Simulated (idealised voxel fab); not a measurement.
Module name: voxel self aligned contacts (process module)
Square cells of 5 nm make up the cross-section cut, whose width is 225 nm.
Throughout this document, each cross-section is represented as a grid of square cells and is presented as a sequence of bands enumerated from the top downward, where a band comprises one or more rows of cells. This entry defines a band. It first specifies the height of the band's top and the height of its bottom in nm, and then specifies the band's materials from left to right, stating each material with its width in nm. The word "everywhere" identifies a single material that fills the band from edge to edge, while the word "blank" identifies empty space. All heights in this document are referenced to 0, defined as the level beneath which the wafer, as received, consists entirely of one material. The lowest band is not bounded below; it extends indefinitely downward and is written in the form "from 0 down". Top row gets the first number, bottom row gets the second, and each row in between changes by the same step: that is how a band width like "30->40" works. It should be understood that the words "stayed the same", when stated for a given step, signify that the cross-section underwent no change in any of its cells during that step. So "Internal closed voids" is basically the list of trapped voids: any empty space of 8 cells or more that can't reach the top through an opening. They're written width x height at distance, the distance being from the left edge, and it's all nm. Whatever follows a step's settings on its line is a remark the simulator itself makes about that step. If you see "overlay nm" on a step's line and that step has a mask, it's telling you how far right of where it was planned the mask ended up; a negative number means it went left instead.

### The steps planned for the process are as follows
1 RECEIVE with material Si
2 CONFORMAL_DEP with material SiO2, thk nm 5
3 DIRECTIONAL_DEP with material polySi, thk nm 30
4 DIRECTIONAL_DEP with material SiN, thk nm 15
5 DIRECTIONAL_DEP with material aC, thk nm 15
6 PATTERN with tone cover, mask id GATE, material resist, width nm 30, pitch nm 65, thk nm 35, overlay nm 0
7 DIRECTIONAL_ETCH with etch materials aC, depth nm 15
8 STRIP with etch materials resist
9 DIRECTIONAL_ETCH with etch materials SiN, depth nm 15
10 DIRECTIONAL_ETCH with etch materials polySi, depth nm 30
11 STRIP with etch materials aC
12 CONFORMAL_DEP with material SiN, thk nm 5
13 DIRECTIONAL_ETCH with etch materials SiN, depth nm 5
14 FILL_DEP with material SiO2, thk nm 15
15 CMP with height nm 55
16 MASKED_ETCH with tone open, mask id CONTACT, width nm 45, etch materials SiO2, depth nm 55, overlay nm 0
17 CONFORMAL_DEP with material TiN, thk nm 5
18 FILL_DEP with material W, thk nm 5
19 CMP with height nm 55
20 CONFORMAL_DEP with material SiN, thk nm 5
Across this set of wafers, the varied parameter is the thk nm of step 17. Starting conditions are identical for every wafer, and the plan reports the value assigned to the first wafer.

### Incoming state of the first of several wafers in cross-section: after step 1
> from 0 down  Si everywhere
> Internal closed voids: none

### Below is a per-wafer table. In it, each row describes the wafer at the end of the module by giving, for each material, the number of cells gained (+) or lost (-) since the wafer was received, and after that the closed voids of the wafer
thk nm 5 | +117 SiN | +292 SiO2 | +29 TiN | +30 W | +72 polySi | Internal closed voids: none
thk nm 10 | +117 SiN | +292 SiO2 | +50 TiN | +9 W | +72 polySi | Internal closed voids: none
thk nm 15 | +117 SiN | +292 SiO2 | +59 TiN | +72 polySi | Internal closed voids: none
thk nm 20 | +117 SiN | +292 SiO2 | +59 TiN | +72 polySi | Internal closed voids: none
